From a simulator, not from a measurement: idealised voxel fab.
The following process module bears the name voxel plated lines.
The figure presents cross-section cut, which has a width of 200 nm and is divided into square cells with an edge length of 5 nm.
Think of the cross-section as a grid of square cells. We describe it in bands, top to bottom, and each band covers one or more rows of those cells. This entry defines a band. It first specifies the height of the band's top and the height of its bottom in nm, and then specifies the band's materials from left to right, stating each material with its width in nm. The word "everywhere" identifies a single material that fills the band from edge to edge, while the word "blank" identifies empty space. Height reference: 0 = level under which incoming wafer is all one material. Lowest band: no bottom, runs on downward, e.g. "0 down". You'd read "30..40" like this: the band's top row of cells is as wide as the first number, its bottom row is as wide as the second, and going down, every row changes width by the same amount as the row before did. You'll sometimes find "changes: none" written for a step, and that's the way of saying that nowhere in the cross-section did a cell change during that step. Sealed internal voids: empty space of 8 cells or more with no open way to the top, each as width x height at its distance from the left edge, in nm. Heads up: the bit after the settings on a step's line is the simulator's remark on that step. You can add "overlay nm" to a step's line. For a step with a mask, it describes how far the mask lay to the right of its planned position, and a negative number describes a lay to the left.
## Process steps - plan
1,RECEIVE, material Si
2,CONFORMAL_DEP, material SiN, thk nm 5
3,DIRECTIONAL_DEP, material TiN, thk nm 5
4,PATTERN, tone open, mask id LINES, material resist, width nm 25, pitch nm 45, thk nm 35, overlay nm 0
5,EPI, material Ru, thk nm 5
6,EPI, material Ru, thk nm 5
7,EPI, material Ru, thk nm 10
8,STRIP, etch materials resist
9,DIRECTIONAL_ETCH, etch materials TiN, depth nm 5
10,CONFORMAL_DEP, material SiO2, thk nm 10
## Cross-section: wafer on arrival = after step 1
    0 down: Si everywhere
    Sealed internal voids: none
## Final cross-section, module run with one mistake (start and plan as above)
    40 to 30: SiO2 (50); blank (5); SiO2 (40); blank (5); SiO2 (40); blank (5); SiO2 (55)
    30 to 15: Ru (40); SiO2 (10); blank (5); SiO2 (10); Ru (20); SiO2 (10); blank (5); SiO2 (10); Ru (20); SiO2 (10); blank (5); SiO2 (10); Ru (45)
    15 to 10: Ru (40); SiO2 (25); Ru (20); SiO2 (25); Ru (20); SiO2 (25); Ru (45)
    10 to 5: TiN (40); SiO2 (25); TiN (20); SiO2 (25); TiN (20); SiO2 (25); TiN (45)
    5 to 0: SiN everywhere
    0 down: Si everywhere
    Sealed internal voids: none
In executing the process, a mistake was made relative to the plan: step 4 was run on a setting that differed from the plan, and what really ran there is PATTERN, tone cover, mask id LINES, material resist, width nm 25, pitch nm 45, thk nm 35, overlay nm 0
